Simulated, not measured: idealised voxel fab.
Process module name: voxel wiring stack
Shown is cross-section cut, with a width of 240 nm and square cells of size 5 nm.
Each cross-section below is a grid of square cells, stated as bands in top-down order, with one or more rows of cells making up each band. Basically the band line says how high the top is and how high the bottom is, in nm, and then what's in it from left to right, every material with its width in nm. Empty space shows up as "empty", and if a single material carries "throughout" it runs the full band edge to edge. For the purposes of this specification, 0 denotes the height below which the wafer in its as-received condition is composed wholly of one material, and the lowermost band, lacking a lower limit, extends downward without end, as expressed in "0 nm and below". Width "30..40": first value at the band's top row of cells, second value at its bottom row, equal change from row to row. Take "changes: none" at face value: in the step it is given for, the cross-section changed in none of its cells. "Fully closed voids" contains a list of empty spaces, each no smaller than 8 cells and without an open way to the top, written in the form width x height at distance with the distance from the left edge and all three in nm. Post-settings text on a step line: simulator's own remark regarding the step. The optional step-line setting "overlay nm" applies to steps with a mask and quantifies how far to the right of its planned location the mask lay, a negative value indicating leftward placement.
[Planned process steps]
1) op RECEIVE | material Si
2) op CONFORMAL_DEP | material SiO2 | thk nm 15
3) op DIRECTIONAL_DEP | material TiN | thk nm 5
4) op DIRECTIONAL_DEP | material W | thk nm 20
5) op DIRECTIONAL_DEP | material aC | thk nm 15
6) op PATTERN | tone cover | mask id METAL_1 | material resist | width nm 20 | pitch nm 40 | thk nm 35 | overlay nm 0
7) op DIRECTIONAL_ETCH | etch materials aC | depth nm 15
8) op STRIP | etch materials resist
9) op DIRECTIONAL_ETCH | etch materials W | depth nm 20
10) op DIRECTIONAL_ETCH | etch materials TiN | depth nm 5
11) op STRIP | etch materials aC
12) op CONFORMAL_DEP | material SiCN | thk nm 5
13) op FILL_DEP | material lowk | thk nm 5
14) op CMP | height nm 40
15) op CONFORMAL_DEP | material SiCN | thk nm 5
16) op DIRECTIONAL_DEP | material lowk | thk nm 20
17) op DIRECTIONAL_DEP | material aC | thk nm 15
18) op PATTERN | tone open | mask id PLUG_1 | material resist | width nm 15 | pitch nm 40 | thk nm 30 | overlay nm 0
19) op DIRECTIONAL_ETCH | etch materials aC | depth nm 15
20) op STRIP | etch materials resist
21) op DIRECTIONAL_ETCH | etch materials lowk | depth nm 20
22) op DIRECTIONAL_ETCH | etch materials SiCN | depth nm 5
23) op STRIP | etch materials aC
24) op EPI | material Ru | thk nm 10
25) op EPI | material Ru | thk nm 10
26) op EPI | material Ru | thk nm 5
27) op DIRECTIONAL_DEP | material TiN | thk nm 5
28) op DIRECTIONAL_DEP | material Ru | thk nm 15
29) op DIRECTIONAL_DEP | material aC | thk nm 10
30) op PATTERN | tone cover | mask id METAL_2 | material resist | width nm 20 | pitch nm 40 | thk nm 30 | overlay nm 0
31) op DIRECTIONAL_ETCH | etch materials aC | depth nm 10
32) op STRIP | etch materials resist
33) op DIRECTIONAL_ETCH | etch materials Ru | depth nm 15
34) op DIRECTIONAL_ETCH | etch materials TiN | depth nm 5
35) op STRIP | etch materials aC
36) op FILL_DEP | material SiO2 | thk nm 10
37) op CMP | height nm 85
38) op CONFORMAL_DEP | material SiN | thk nm 5
[Cross-section of the wafer upon arrival, representing the state reached after step 1]
* 0 nm and below  Si throughout
* Fully closed voids: none
[The cross-section shown corresponds to the wafer at the conclusion of the module. The initial structure and the process plan are those presented above; however, one mistake occurred in executing the plan]
* 90 nm to 85 nm  SiN throughout
* 85 nm to 70 nm  65 nm SiO2, 5 nm Ru, 35 nm SiO2, 5 nm Ru, 35 nm SiO2, 5 nm Ru, 35 nm SiO2, 5 nm Ru, 50 nm SiO2
* 70 nm to 65 nm  65 nm SiO2, 5 nm TiN, 35 nm SiO2, 5 nm TiN, 35 nm SiO2, 5 nm TiN, 35 nm SiO2, 5 nm TiN, 50 nm SiO2
* 65 nm to 60 nm  50 nm lowk, 15 nm SiO2, 25 nm lowk, 15 nm SiO2, 25 nm lowk, 15 nm SiO2, 25 nm lowk, 15 nm SiO2, 55 nm lowk
* 60 nm to 45 nm  50 nm lowk, 15 nm Ru, 25 nm lowk, 15 nm Ru, 25 nm lowk, 15 nm Ru, 25 nm lowk, 15 nm Ru, 55 nm lowk
* 45 nm to 40 nm  50 nm SiCN, 15 nm TiN, 25 nm SiCN, 15 nm TiN, 25 nm SiCN, 15 nm TiN, 25 nm SiCN, 15 nm TiN, 55 nm SiCN
* 40 nm to 20 nm  50 nm W, 5 nm SiCN, 10 nm lowk, 5 nm SiCN, 20 nm W, 5 nm SiCN, 10 nm lowk, 5 nm SiCN, 20 nm W, 5 nm SiCN, 10 nm lowk, 5 nm SiCN, 20 nm W, 5 nm SiCN, 10 nm lowk, 5 nm SiCN, 50 nm W
* 20 nm to 15 nm  50 nm TiN, 20 nm SiCN, 20 nm TiN, 20 nm SiCN, 20 nm TiN, 20 nm SiCN, 20 nm TiN, 20 nm SiCN, 50 nm TiN
* 15 nm to 0 nm  SiO2 throughout
* 0 nm and below  Si throughout
* Fully closed voids: none
what went wrong: note that step 6 departed from the planned setting and was carried out as op PATTERN | tone open | mask id METAL_1 | material resist | width nm 20 | pitch nm 40 | thk nm 35 | overlay nm 0
